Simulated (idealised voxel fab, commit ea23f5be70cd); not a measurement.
Name of the process module below: voxel self aligned contacts
230 nm wide, 5 nm square cells: that's cross-section cut.
In what follows, cross-sections appear as grids of square cells, described through bands that run from the top down, where every band is one or more rows of cells. Heights first: top, then bottom, in nm. Then materials, left to right, each with a width in nm. "everywhere" on a single material: fills the band edge to edge. "empty": empty space. Counting heights begins at 0, where everything beneath is, in the wafer as received, one material. The lowest band has no bottom; it goes on downwards, as "0 down" shows. The width entry "30->40" should be interpreted row by row: the top row of cells in the band takes the first number, the bottom row takes the second number, and the change between adjacent rows is uniform throughout. Reading "changes: none" for a step: not a cell of the cross-section changed in it. "Completely enclosed voids" means: voids of 8 cells or more that are shut off from the top with no open way through. Written width x height at distance, distance from the left edge, in nm. Heads up: the bit after the settings on a step's line is the simulator's remark on that step. When a step includes a mask, the "overlay nm" setting on its line states how far to the right of its planned place that mask lay, and negative values state how far to the left.

The steps planned for the process are as follows
1. RECEIVE [material Si]
2. OXIDIZE [depth nm 5]
3. DIRECTIONAL_DEP [material polySi] [thk nm 30]
4. DIRECTIONAL_DEP [material SiN] [thk nm 20]
5. MASKED_ETCH [tone cover] [mask id GATE] [width nm 30] [pitch nm 75] [etch materials SiN] [depth nm 20] [overlay nm 0]
6. MASKED_ETCH [tone cover] [mask id GATE] [width nm 30] [pitch nm 75] [etch materials polySi] [depth nm 30] [overlay nm 0]
7. CONFORMAL_DEP [material SiN] [thk nm 10]
8. DIRECTIONAL_ETCH [etch materials SiN] [depth nm 10]
9. FILL_DEP [material SiO2] [thk nm 15]
10. CMP [height nm 55]
11. DIRECTIONAL_DEP [material aC] [thk nm 15]
12. PATTERN [tone open] [mask id CONTACT] [material resist] [width nm 55] [pitch nm 75] [thk nm 35] [overlay nm 0]
13. DIRECTIONAL_ETCH [etch materials aC] [depth nm 15]
14. STRIP [etch materials resist]
15. DIRECTIONAL_ETCH [etch materials SiO2] [depth nm 60]
16. STRIP [etch materials aC]
17. CONFORMAL_DEP [material TiN] [thk nm 5]
18. FILL_DEP [material Ru] [thk nm 5]
19. CMP [height nm 55]
20. CONFORMAL_DEP [material SiCN] [thk nm 5]

First of the two wafers, run per plan

Cross-section of the incoming wafer, state after step 1
0 down: Si everywhere
Completely enclosed voids: none

State of the wafer after step 2, shown in cross-section
0 to -5: SiO2 everywhere
All layers under -5 are left as they were.

State of the wafer after step 3, shown in cross-section
30 to 0: polySi everywhere
All layers under 0 are left as they were.

State of the wafer after step 4, shown in cross-section
50 to 30: SiN everywhere
All layers under 30 are left as they were.

State of the wafer after step 5, shown in cross-section
50 to 30: empty (25) | SiN (30) | empty (45) | SiN (30) | empty (45) | SiN (30) | empty (25)
All layers under 30 are left as they were.

State of the wafer after step 6, shown in cross-section
50 to 30: empty (25) | SiN (30) | empty (45) | SiN (30) | empty (45) | SiN (30) | empty (25)
30 to 0: empty (25) | polySi (30) | empty (45) | polySi (30) | empty (45) | polySi (30) | empty (25)
All layers under 0 are left as they were.

State of the wafer after step 7, shown in cross-section
60 to 30: empty (15) | SiN (50) | empty (25) | SiN (50) | empty (25) | SiN (50) | empty (15)
30 to 10: empty (15) | SiN (10) | polySi (30) | SiN (10) | empty (25) | SiN (10) | polySi (30) | SiN (10) | empty (25) | SiN (10) | polySi (30) | SiN (10) | empty (15)
10 to 0: SiN (25) | polySi (30) | SiN (45) | polySi (30) | SiN (45) | polySi (30) | SiN (25)
All layers under 0 are left as they were.

State of the wafer after step 8, shown in cross-section
50 to 30: empty (15) | SiN (50) | empty (25) | SiN (50) | empty (25) | SiN (50) | empty (15)
30 to 0: empty (15) | SiN (10) | polySi (30) | SiN (10) | empty (25) | SiN (10) | polySi (30) | SiN (10) | empty (25) | SiN (10) | polySi (30) | SiN (10) | empty (15)
All layers under 0 are left as they were.

State of the wafer after step 9, shown in cross-section
65 to 50: SiO2 everywhere
50 to 30: SiO2 (15) | SiN (50) | SiO2 (25) | SiN (50) | SiO2 (25) | SiN (50) | SiO2 (15)
30 to 0: SiO2 (15) | SiN (10) | polySi (30) | SiN (10) | SiO2 (25) | SiN (10) | polySi (30) | SiN (10) | SiO2 (25) | SiN (10) | polySi (30) | SiN (10) | SiO2 (15)
All layers under 0 are left as they were.

State of the wafer after step 10, shown in cross-section
55 to 50: SiO2 everywhere
All layers under 50 are left as they were.

State of the wafer after step 11, shown in cross-section
70 to 55: aC everywhere
All layers under 55 are left as they were.

State of the wafer after step 12, shown in cross-section
105 to 70: resist (50) | empty (55) | resist (20) | empty (55) | resist (50)
All layers under 70 are left as they were.

State of the wafer after step 13, shown in cross-section
90 to 70: resist (50) | empty (55) | resist (20) | empty (55) | resist (50)
70 to 55: aC (50) | empty (55) | aC (20) | empty (55) | aC (50)
All layers under 55 are left as they were.

State of the wafer after step 14, shown in cross-section
70 to 55: aC (50) | empty (55) | aC (20) | empty (55) | aC (50)
All layers under 55 are left as they were.

State of the wafer after step 15, shown in cross-section
70 to 55: aC (50) | empty (55) | aC (20) | empty (55) | aC (50)
55 to 50: SiO2 (50) | empty (55) | SiO2 (20) | empty (55) | SiO2 (50)
50 to 30: SiO2 (15) | SiN (50) | empty (25) | SiN (50) | empty (25) | SiN (50) | SiO2 (15)
30 to 0: SiO2 (15) | SiN (10) | polySi (30) | SiN (10) | empty (25) | SiN (10) | polySi (30) | SiN (10) | empty (25) | SiN (10) | polySi (30) | SiN (10) | SiO2 (15)
0 to -5: SiO2 (65) | empty (25) | SiO2 (50) | empty (25) | SiO2 (65)
All layers under -5 are left as they were.

State of the wafer after step 16, shown in cross-section
55 to 50: SiO2 (50) | empty (55) | SiO2 (20) | empty (55) | SiO2 (50)
All layers under 50 are left as they were.

State of the wafer after step 17, shown in cross-section
60 to 55: TiN (55) | empty (45) | TiN (30) | empty (45) | TiN (55)
55 to 50: SiO2 (50) | TiN (20) | empty (15) | TiN (20) | SiO2 (20) | TiN (20) | empty (15) | TiN (20) | SiO2 (50)
50 to 30: SiO2 (15) | SiN (50) | TiN (5) | empty (15) | TiN (5) | SiN (50) | TiN (5) | empty (15) | TiN (5) | SiN (50) | SiO2 (15)
30 to 0: SiO2 (15) | SiN (10) | polySi (30) | SiN (10) | TiN (5) | empty (15) | TiN (5) | SiN (10) | polySi (30) | SiN (10) | TiN (5) | empty (15) | TiN (5) | SiN (10) | polySi (30) | SiN (10) | SiO2 (15)
0 to -5: SiO2 (65) | TiN (25) | SiO2 (50) | TiN (25) | SiO2 (65)
All layers under -5 are left as they were.

State of the wafer after step 18, shown in cross-section
65 to 60: Ru everywhere
60 to 55: TiN (55) | Ru (45) | TiN (30) | Ru (45) | TiN (55)
55 to 50: SiO2 (50) | TiN (20) | Ru (15) | TiN (20) | SiO2 (20) | TiN (20) | Ru (15) | TiN (20) | SiO2 (50)
50 to 30: SiO2 (15) | SiN (50) | TiN (5) | Ru (15) | TiN (5) | SiN (50) | TiN (5) | Ru (15) | TiN (5) | SiN (50) | SiO2 (15)
30 to 0: SiO2 (15) | SiN (10) | polySi (30) | SiN (10) | TiN (5) | Ru (15) | TiN (5) | SiN (10) | polySi (30) | SiN (10) | TiN (5) | Ru (15) | TiN (5) | SiN (10) | polySi (30) | SiN (10) | SiO2 (15)
All layers under 0 are left as they were.

State of the wafer after step 19, shown in cross-section
55 to 50: SiO2 (50) | TiN (20) | Ru (15) | TiN (20) | SiO2 (20) | TiN (20) | Ru (15) | TiN (20) | SiO2 (50)
All layers under 50 are left as they were.

State of the wafer after step 20, shown in cross-section
60 to 55: SiCN everywhere
All layers under 55 are left as they were.

Notes, second wafer: start = first wafer's, plan = first wafer's, execution had one mistake; history identical to first through step 2

Second wafer, cut view, end of step 3 per plan
60 to 0: polySi everywhere
All layers under 0 are left as they were.

Second wafer, cut view, end of step 4 per plan
80 to 60: SiN everywhere
All layers under 60 are left as they were.

Second wafer, cut view, end of step 5 per plan
80 to 60: empty (25) | SiN (30) | empty (45) | SiN (30) | empty (45) | SiN (30) | empty (25)
All layers under 60 are left as they were.

Second wafer, cut view, end of step 6 per plan
80 to 60: empty (25) | SiN (30) | empty (45) | SiN (30) | empty (45) | SiN (30) | empty (25)
60 to 30: empty (25) | polySi (30) | empty (45) | polySi (30) | empty (45) | polySi (30) | empty (25)
All layers under 30 are left as they were.

Second wafer, cut view, end of step 7 per plan
90 to 60: empty (15) | SiN (50) | empty (25) | SiN (50) | empty (25) | SiN (50) | empty (15)
60 to 40: empty (15) | SiN (10) | polySi (30) | SiN (10) | empty (25) | SiN (10) | polySi (30) | SiN (10) | empty (25) | SiN (10) | polySi (30) | SiN (10) | empty (15)
40 to 30: SiN (25) | polySi (30) | SiN (45) | polySi (30) | SiN (45) | polySi (30) | SiN (25)
All layers under 30 are left as they were.

Second wafer, cut view, end of step 8 per plan
80 to 60: empty (15) | SiN (50) | empty (25) | SiN (50) | empty (25) | SiN (50) | empty (15)
60 to 30: empty (15) | SiN (10) | polySi (30) | SiN (10) | empty (25) | SiN (10) | polySi (30) | SiN (10) | empty (25) | SiN (10) | polySi (30) | SiN (10) | empty (15)
All layers under 30 are left as they were.

Second wafer, cut view, end of step 9 per plan
95 to 80: SiO2 everywhere
80 to 60: SiO2 (15) | SiN (50) | SiO2 (25) | SiN (50) | SiO2 (25) | SiN (50) | SiO2 (15)
60 to 30: SiO2 (15) | SiN (10) | polySi (30) | SiN (10) | SiO2 (25) | SiN (10) | polySi (30) | SiN (10) | SiO2 (25) | SiN (10) | polySi (30) | SiN (10) | SiO2 (15)
All layers under 30 are left as they were.

Second wafer, cut view, end of step 10 per plan
55 to 30: SiO2 (15) | SiN (10) | polySi (30) | SiN (10) | SiO2 (25) | SiN (10) | polySi (30) | SiN (10) | SiO2 (25) | SiN (10) | polySi (30) | SiN (10) | SiO2 (15)
All layers under 30 are left as they were.

Second wafer, cut view, end of step 11 per plan
70 to 55: aC everywhere
All layers under 55 are left as they were.

Second wafer, cut view, end of step 12 per plan
105 to 70: resist (50) | empty (55) | resist (20) | empty (55) | resist (50)
All layers under 70 are left as they were.

Second wafer, cut view, end of step 13 per plan
90 to 70: resist (50) | empty (55) | resist (20) | empty (55) | resist (50)
70 to 55: aC (50) | empty (55) | aC (20) | empty (55) | aC (50)
All layers under 55 are left as they were.

Second wafer, cut view, end of step 14 per plan
70 to 55: aC (50) | empty (55) | aC (20) | empty (55) | aC (50)
All layers under 55 are left as they were.

Second wafer, cut view, end of step 15 per plan
70 to 55: aC (50) | empty (55) | aC (20) | empty (55) | aC (50)
55 to 30: SiO2 (15) | SiN (10) | polySi (30) | SiN (10) | empty (25) | SiN (10) | polySi (30) | SiN (10) | empty (25) | SiN (10) | polySi (30) | SiN (10) | SiO2 (15)
All layers under 30 are left as they were.

Second wafer, cut view, end of step 16 per plan
55 to 30: SiO2 (15) | SiN (10) | polySi (30) | SiN (10) | empty (25) | SiN (10) | polySi (30) | SiN (10) | empty (25) | SiN (10) | polySi (30) | SiN (10) | SiO2 (15)
All layers under 30 are left as they were.

Second wafer, cut view, end of step 17 per plan
60 to 55: TiN (70) | empty (15) | TiN (60) | empty (15) | TiN (70)
55 to 35: SiO2 (15) | SiN (10) | polySi (30) | SiN (10) | TiN (5) | empty (15) | TiN (5) | SiN (10) | polySi (30) | SiN (10) | TiN (5) | empty (15) | TiN (5) | SiN (10) | polySi (30) | SiN (10) | SiO2 (15)
35 to 30: SiO2 (15) | SiN (10) | polySi (30) | SiN (10) | TiN (25) | SiN (10) | polySi (30) | SiN (10) | TiN (25) | SiN (10) | polySi (30) | SiN (10) | SiO2 (15)
All layers under 30 are left as they were.

Second wafer, cut view, end of step 18 per plan
65 to 60: Ru everywhere
60 to 55: TiN (70) | Ru (15) | TiN (60) | Ru (15) | TiN (70)
55 to 35: SiO2 (15) | SiN (10) | polySi (30) | SiN (10) | TiN (5) | Ru (15) | TiN (5) | SiN (10) | polySi (30) | SiN (10) | TiN (5) | Ru (15) | TiN (5) | SiN (10) | polySi (30) | SiN (10) | SiO2 (15)
All layers under 35 are left as they were.

Second wafer, cut view, end of step 19 per plan
55 to 35: SiO2 (15) | SiN (10) | polySi (30) | SiN (10) | TiN (5) | Ru (15) | TiN (5) | SiN (10) | polySi (30) | SiN (10) | TiN (5) | Ru (15) | TiN (5) | SiN (10) | polySi (30) | SiN (10) | SiO2 (15)
All layers under 35 are left as they were.

Second wafer, cut view, end of step 20 per plan
60 to 55: SiCN everywhere
All layers under 55 are left as they were.
Diagnosis: regarding the plan, step 3 was run twice
End check, counted in cells, second wafer has more or fewer of these materials than the first: Ru: 42 fewer | SiN: 132 fewer | SiO2: 44 fewer | TiN: 40 fewer | polySi: 258 more
